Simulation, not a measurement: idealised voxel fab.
You're looking at the process module voxel self aligned contacts.
For reference, the cross-section in this document is cut, with width 160 nm and square cells of 5 nm.
How to read a cross-section here: the picture is a grid of square cells, written as bands going from the top down, and any band can span one or more rows of cells. For a band, the entry starts with two heights in nm, that of the top and then that of the bottom, and carries on with the band's materials in order from left to right, each alongside its width in nm; the word "all across" beside a single material means it fills the band edge to edge, and "blank" means empty space. Counting heights begins at 0, where everything beneath is, in the wafer as received, one material. The lowest band has no bottom; it goes on downwards, as "z 0 and below" shows. The width entry "30 to 40" should be interpreted row by row: the top row of cells in the band takes the first number, the bottom row takes the second number, and the change between adjacent rows is uniform throughout. "no change" means the step left every cell of the cross-section as it was. If an empty space has no open way to the top and is at least 8 cells in size, "Closed internal cavities" lists it, written width x height at distance, where distance is measured from the left edge and every value is in nm. Past the settings on a step's line: simulator remark, on that step. Among the settings permitted on a step's line is "overlay nm"; applied to a step with a mask, it specifies the extent to which the mask lay to the right of its planned position, whereas a negative figure signifies a position to the left.

Here's what the planned process steps look like
| 1 | RECEIVE with material Si |
| 2 | CONFORMAL_DEP with material SiO2, thk nm 5 |
| 3 | DIRECTIONAL_DEP with material polySi, thk nm 30 |
| 4 | DIRECTIONAL_DEP with material SiN, thk nm 20 |
| 5 | MASKED_ETCH with tone cover, mask id GATE, width nm 30, pitch nm 60, etch materials SiN, depth nm 20, overlay nm 0 |
| 6 | MASKED_ETCH with tone cover, mask id GATE, width nm 30, pitch nm 60, etch materials polySi, depth nm 30, overlay nm 0 |
| 7 | CONFORMAL_DEP with material SiN, thk nm 5 |
| 8 | DIRECTIONAL_ETCH with etch materials SiN, depth nm 5 |
| 9 | FILL_DEP with material SiO2, thk nm 20 |
| 10 | CMP with height nm 65 |
| 11 | DIRECTIONAL_DEP with material aC, thk nm 10 |
| 12 | PATTERN with tone open, mask id CONTACT, material resist, width nm 40, thk nm 25, overlay nm 0 |
| 13 | DIRECTIONAL_ETCH with etch materials aC, depth nm 10 |
| 14 | STRIP with etch materials resist |
| 15 | DIRECTIONAL_ETCH with etch materials SiO2, depth nm 65 |
| 16 | STRIP with etch materials aC |
| 17 | CONFORMAL_DEP with material TiN, thk nm 5 |
| 18 | FILL_DEP with material Ru, thk nm 5 |
| 19 | CMP with height nm 65 |
| 20 | CONFORMAL_DEP with material SiCN, thk nm 5 |

Delivered wafer in cross-section: state after step 1
> z 0 and below = Si all across
> Closed internal cavities: none

Looking at the first of two wafers in cross-section at end of module - ran to plan
> z 70 to 65 = SiCN all across
> z 65 to 55 = SiO2 60 nm  TiN 5 to 15 nm  Ru 30 to 10 nm  TiN 5 to 15 nm  SiO2 60 nm
> z 55 to 35 = SiO2 30 nm  SiN 40 nm  TiN 5 nm  Ru 10 nm  TiN 5 nm  SiN 40 nm  SiO2 30 nm
> z 35 to 5 = SiO2 30 nm  SiN 5 nm  polySi 30 nm  SiN 5 nm  TiN 5 nm  Ru 10 nm  TiN 5 nm  SiN 5 nm  polySi 30 nm  SiN 5 nm  SiO2 30 nm
> z 5 to 0 = SiO2 70 nm  TiN 20 nm  SiO2 70 nm
> z 0 and below = Si all across
> Closed internal cavities: none

This cross-section belongs to the second wafer of two at the end of the module; the start and the plan were shared with the first, and the run included one mistake
> z 70 to 65 = SiCN all across
> z 65 to 55 = SiO2 60 nm  TiN 5 to 20 nm  Ru 30 to 10 nm  TiN 5 to 10 nm  SiO2 60 nm
> z 55 to 40 = SiO2 35 nm  SiN 40 nm  TiN 5 nm  Ru 10 nm  TiN 5 nm  SiN 40 nm  SiO2 25 nm
> z 40 to 35 = SiO2 35 nm  SiN 40 nm  TiN 5 nm  Ru 5 nm  TiN 10 nm  SiN 40 nm  SiO2 25 nm
> z 35 to 5 = SiO2 30 nm  SiN 5 nm  polySi 35 nm  SiN 5 nm  TiN 5 nm  Ru 5 nm  TiN 5 nm  SiN 5 nm  polySi 35 nm  SiN 5 nm  SiO2 25 nm
> z 5 to 0 = SiO2 75 nm  TiN 15 nm  SiO2 70 nm
> z 0 and below = Si all across
> Closed internal cavities: none
Where did the run depart from the plan? step 5 did not use the planned setting and instead ran as MASKED_ETCH with tone cover, mask id GATE, width nm 30, pitch nm 60, etch materials SiN, depth nm 20, overlay nm 5
Final cells, second wafer relative to first, materials higher or lower: Ru: 7 fewer | SiO2: 5 fewer | polySi: 12 more
